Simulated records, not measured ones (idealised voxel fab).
process module | voxel capacitor over wiring
cross-section cut | 190 nm wide | cells 5 nm
A cross-section is a grid of square cells, given in bands from the top down. A band is one or more rows of cells.
Each band's line starts with the height of the band's top and of its bottom, in nm. Then come its materials from left to right, each with its width in nm. One material with "throughout" fills the band from edge to edge. "air" is empty space.
Height 0 is the level under which the wafer as received is all one material. The lowest band goes on downwards, as in "0 down".
A width such as "30 to 40" changes by the same amount from each row of cells to the next, from the band's top row to its bottom row.
"no change" after a step means that no cell of the cross-section changed.
closed voids: empty space of 8 cells or more with no open way to the top, each as width x height at its distance from the left edge, in nm
after a step's settings: what the simulator itself notes on the step
overlay nm, on a step with a mask: how far to the right of its planned place the mask lay; to the left if negative
plan
1 op RECEIVE | material Si
2 op CONFORMAL_DEP | material SiO2 | thk nm 10
3 op CONFORMAL_DEP | material SiN | thk nm 5
4 op DIRECTIONAL_DEP | material SiO2 | thk nm 15
5 op DIRECTIONAL_DEP | material aC | thk nm 10
6 op PATTERN | tone open | mask id METAL_1 | material resist | width nm 30 | pitch nm 80 | thk nm 30 | overlay nm 0
7 op DIRECTIONAL_ETCH | etch materials aC | depth nm 10
8 op STRIP | etch materials resist
9 op DIRECTIONAL_ETCH | etch materials SiO2 | depth nm 15
10 op DIRECTIONAL_ETCH | etch materials SiN | depth nm 5
11 op STRIP | etch materials aC
12 op CONFORMAL_DEP | material TiN | thk nm 5
13 op FILL_DEP | material Ru | thk nm 10
14 op CMP | height nm 30
15 op EPI | material Ru | thk nm 5
16 op FILL_DEP | material SiCN | thk nm 5
17 op DIRECTIONAL_DEP | material SiO2 | thk nm 10
18 op MASKED_ETCH | tone open | mask id PLUG_1 | width nm 15 | etch materials SiO2 | depth nm 10 | overlay nm 0
19 op MASKED_ETCH | tone open | mask id PLUG_1 | width nm 15 | etch materials SiCN | depth nm 5 | overlay nm 0
20 op CONFORMAL_DEP | material TiN | thk nm 5
21 op FILL_DEP | material Cu | thk nm 5
22 op CMP | height nm 50
23 op DIRECTIONAL_DEP | material TiN | thk nm 5
24 op DIRECTIONAL_DEP | material HfO2 | thk nm 5
25 op DIRECTIONAL_DEP | material TiN | thk nm 10
26 op DIRECTIONAL_DEP | material aC | thk nm 15
27 op PATTERN | tone cover | mask id UPPER_PLATE | material resist | width nm 55 | thk nm 30 | overlay nm 0
28 op DIRECTIONAL_ETCH | etch materials aC | depth nm 15
29 op STRIP | etch materials resist
30 op DIRECTIONAL_ETCH | etch materials TiN | depth nm 10
31 op DIRECTIONAL_ETCH | etch materials HfO2 | depth nm 5
32 op STRIP | etch materials aC
33 op PATTERN | tone cover | mask id LOWER_PLATE | material resist | width nm 65 | thk nm 15 | overlay nm -15
34 op DIRECTIONAL_ETCH | etch materials TiN | depth nm 5
35 op STRIP | etch materials resist
36 op FILL_DEP | material SiO2 | thk nm 20
37 op CMP | height nm 85
38 op MASKED_ETCH | tone open | mask id PLUG_2 | width nm 15 | etch materials SiO2 | depth nm 15 | overlay nm 0
39 op CONFORMAL_DEP | material TiN | thk nm 5
40 op FILL_DEP | material W | thk nm 5
41 op CMP | height nm 85
42 op CONFORMAL_DEP | material SiCN | thk nm 5
varied across the wafers: overlay nm of step 33. The plan shows the first wafer's value. All wafers start alike
first wafer as received, after step 1
  0 down: Si throughout
  closed voids: none
each wafer at the end: cells of each material gained (+) or lost (-) since it was received, then its closed voids
overlay nm -15 | +2 Cu | +11 HfO2 | +40 Ru | +95 SiCN | +26 SiN | +435 SiO2 | +73 TiN | +2 W | closed voids: none
overlay nm -10 | +2 Cu | +11 HfO2 | +40 Ru | +95 SiCN | +26 SiN | +435 SiO2 | +73 TiN | +2 W | closed voids: none
overlay nm -5 | +2 Cu | +11 HfO2 | +40 Ru | +95 SiCN | +26 SiN | +435 SiO2 | +73 TiN | +2 W | closed voids: none
overlay nm 0 | +2 Cu | +11 HfO2 | +40 Ru | +95 SiCN | +26 SiN | +435 SiO2 | +73 TiN | +2 W | closed voids: none
overlay nm 5 | +2 Cu | +11 HfO2 | +40 Ru | +95 SiCN | +26 SiN | +435 SiO2 | +73 TiN | +2 W | closed voids: none
overlay nm 10 | +2 Cu | +11 HfO2 | +40 Ru | +95 SiCN | +26 SiN | +435 SiO2 | +73 TiN | +2 W | closed voids: none
overlay nm 15 | +2 Cu | +11 HfO2 | +40 Ru | +95 SiCN | +26 SiN | +435 SiO2 | +73 TiN | +2 W | closed voids: none
